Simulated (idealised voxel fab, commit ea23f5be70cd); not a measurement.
Module name: voxel gate over fins (process module)
Shown is cross-section cut, with a width of 250 nm and square cells of size 5 nm.
We lay out every cross-section as a grid of square cells and spell it out in bands from the top down, where one band means one or more rows of cells. Band: top height; bottom height; in nm. Then, left to right: material with width in nm, for each material. "edge to edge": a single material spanning edge to edge. "air": empty space. Note: height 0 marks the level under which the wafer is uniformly one material as received. Lowest band unbounded below, written "0 and below". Width: "30..40" (first number = top row, second number = bottom row, same change from row to row of cells). Reading "stayed the same" for a step: not a cell of the cross-section changed in it. "Tabulated closed voids" means: voids of 8 cells or more that are shut off from the top with no open way through. Written width x height at distance, distance from the left edge, in nm. The remark found on a step's line after its settings is issued by the simulator itself and pertains to that step. When a step includes a mask, the "overlay nm" setting on its line states how far to the right of its planned place that mask lay, and negative values state how far to the left.

### List of planned process steps
- 1: op RECEIVE | material Si
- 2: op CONFORMAL_DEP | material SiN | thk nm 5
- 3: op PATTERN | tone cover | mask id FINS | material resist | width nm 15 | pitch nm 40 | thk nm 15 | overlay nm 0
- 4: op DIRECTIONAL_ETCH | etch materials SiN | depth nm 5
- 5: op DIRECTIONAL_ETCH | etch materials Si | depth nm 35
- 6: op STRIP | etch materials resist
- 7: op FILL_DEP | material SiO2 | thk nm 15
- 8: op CMP | height nm 5
- 9: op SELECTIVE_ETCH | etch materials SiO2 | depth nm 15
- 10: op STRIP | etch materials SiN
- 11: op CONFORMAL_DEP | material HfO2 | thk nm 5
- 12: op CONFORMAL_DEP | material TiN | thk nm 5
- 13: op CONFORMAL_DEP | material TiAl | thk nm 5
- 14: op CONFORMAL_DEP | material TiN | thk nm 5
- 15: op FILL_DEP | material W | thk nm 10
- 16: op CMP | height nm 25
- 17: op CONFORMAL_DEP | material SiN | thk nm 10

### Here's what the wafer looked like in cross-section when it arrived - that's after step 1
  0 and below | Si edge to edge
  Tabulated closed voids: none

### Cross-section at module end, one run error; start and plan unchanged from above
  35 down to 25 | SiN edge to edge
  25 down to 15 | W edge to edge
  15 down to 5 | W (40) | TiN (165) | W (45)
  5 down to 0 | TiN (50) | HfO2 (25) | TiN (15) | HfO2 (25) | TiN (15) | HfO2 (25) | TiN (15) | HfO2 (25) | TiN (55)
  0 down to -5 | TiN (50) | HfO2 (5) | Si (15) | HfO2 (5) | TiN (15) | HfO2 (5) | Si (15) | HfO2 (5) | TiN (15) | HfO2 (5) | Si (15) | HfO2 (5) | TiN (15) | HfO2 (5) | Si (15) | HfO2 (5) | TiN (55)
  -5 down to -10 | HfO2 (55) | Si (15) | HfO2 (25) | Si (15) | HfO2 (25) | Si (15) | HfO2 (25) | Si (15) | HfO2 (60)
  -10 down to -35 | SiO2 (55) | Si (15) | SiO2 (25) | Si (15) | SiO2 (25) | Si (15) | SiO2 (25) | Si (15) | SiO2 (60)
  -35 and below | Si edge to edge
  Tabulated closed voids: none
Misprocessing identified: plan step 13 skipped
